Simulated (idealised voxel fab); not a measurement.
Module name: voxel capacitor over wiring (process module)
Cross-section cut: width 295 nm, square cells of 5 nm.
Each cross-section below is a grid of square cells, stated as bands in top-down order, with one or more rows of cells making up each band. Band: top height; bottom height; in nm. Then, left to right: material with width in nm, for each material. "throughout": a single material spanning edge to edge. "empty": empty space. Height is counted from the level 0, under which the received wafer is composed throughout of one material. The lowest of the bands is not closed at the bottom but continues downward, in the notation "z 0 and below". Quick explanation for "30 to 40": the width changes in equal steps down the rows of cells, from the first number in the band's top row to the second number in its bottom row. For the purposes of this document, the phrase "stayed the same" attached to a step denotes that no cell within the cross-section was modified by that step. "Enclosed voids" enumerates empty spaces isolated from the top, with no open way to it, that contain at least 8 cells, giving each as width x height at distance from the left edge, all three in nm. The remark found on a step's line after its settings is issued by the simulator itself and pertains to that step. overlay nm: mask right of planned place by this much (step with mask). Neg. = left.
The planned process steps are enumerated hereunder
1,RECEIVE: material Si
2,CONFORMAL_DEP: material SiO2, thk nm 10
3,CONFORMAL_DEP: material SiN, thk nm 5
4,DIRECTIONAL_DEP: material SiO2, thk nm 20
5,PATTERN: tone open, mask id METAL_1, material resist, width nm 20, pitch nm 90, thk nm 15, overlay nm 0
6,DIRECTIONAL_ETCH: etch materials SiO2, depth nm 20
7,DIRECTIONAL_ETCH: etch materials SiN, depth nm 5
8,STRIP: etch materials resist
9,CONFORMAL_DEP: material TiN, thk nm 5
10,FILL_DEP: material W, thk nm 5
11,CMP: height nm 35
12,CONFORMAL_DEP: material SiCN, thk nm 5
13,DIRECTIONAL_DEP: material lowk, thk nm 10
14,PATTERN: tone open, mask id PLUG_1, material resist, width nm 15, thk nm 15, overlay nm 0
15,DIRECTIONAL_ETCH: etch materials lowk, depth nm 10
16,DIRECTIONAL_ETCH: etch materials SiCN, depth nm 5
17,STRIP: etch materials resist
18,CONFORMAL_DEP: material TiN, thk nm 5
19,FILL_DEP: material W, thk nm 10
20,CMP: height nm 50
21,DIRECTIONAL_DEP: material TiN, thk nm 10
22,DIRECTIONAL_DEP: material Al2O3, thk nm 5
23,DIRECTIONAL_DEP: material TiN, thk nm 5
24,DIRECTIONAL_DEP: material aC, thk nm 15
25,PATTERN: tone cover, mask id UPPER_PLATE, material resist, width nm 75, thk nm 35, overlay nm 0
26,DIRECTIONAL_ETCH: etch materials aC, depth nm 15
27,STRIP: etch materials resist
28,DIRECTIONAL_ETCH: etch materials TiN, depth nm 5
29,DIRECTIONAL_ETCH: etch materials Al2O3, depth nm 5
30,STRIP: etch materials aC
31,PATTERN: tone cover, mask id LOWER_PLATE, material resist, width nm 85, thk nm 20, overlay nm 0
32,DIRECTIONAL_ETCH: etch materials TiN, depth nm 10
33,STRIP: etch materials resist
34,FILL_DEP: material SiO2, thk nm 20
35,CMP: height nm 85
36,PATTERN: tone open, mask id PLUG_2, material resist, width nm 15, thk nm 20, overlay nm 0
37,DIRECTIONAL_ETCH: etch materials SiO2, depth nm 15
38,STRIP: etch materials resist
39,CONFORMAL_DEP: material TiN, thk nm 5
40,FILL_DEP: material W, thk nm 10
41,CMP: height nm 85
42,CONFORMAL_DEP: material SiN, thk nm 5
Incoming wafer, cross-sectional view, post step 1
    z 0 and below  Si throughout
    Enclosed voids: none
What the wafer looks like in cross-section after this module, when it starts as shown above and follows the plan above but one mistake is made in running it
    z 90 to 85  SiN throughout
    z 85 to 75  SiO2=105, then TiN=5, then W=5, then TiN=5, then SiO2=175
    z 75 to 65  SiO2=105 to 95, then TiN=15 to 75, then SiO2=175 to 125
    z 65 to 60  SiO2=95, then Al2O3=75, then SiO2=125
    z 60 to 50  SiO2=90, then TiN=85, then SiO2=120
    z 50 to 40  lowk=95, then TiN=5, then W=10, then TiN=5, then lowk=180
    z 40 to 35  SiCN=95, then TiN=20, then SiCN=180
    z 35 to 15  SiO2=90, then TiN=5, then W=10, then TiN=5, then SiO2=70, then TiN=5, then W=10, then TiN=5, then SiO2=95
    z 15 to 10  SiN=90, then TiN=20, then SiN=70, then TiN=20, then SiN=95
    z 10 to 0  SiO2 throughout
    z 0 and below  Si throughout
    Enclosed voids: none
Heads up, the wafer didn't run the way we planned it: contrary to plan, step 14 was performed as PATTERN: tone open, mask id PLUG_1, material resist, width nm 20, thk nm 15, overlay nm 0
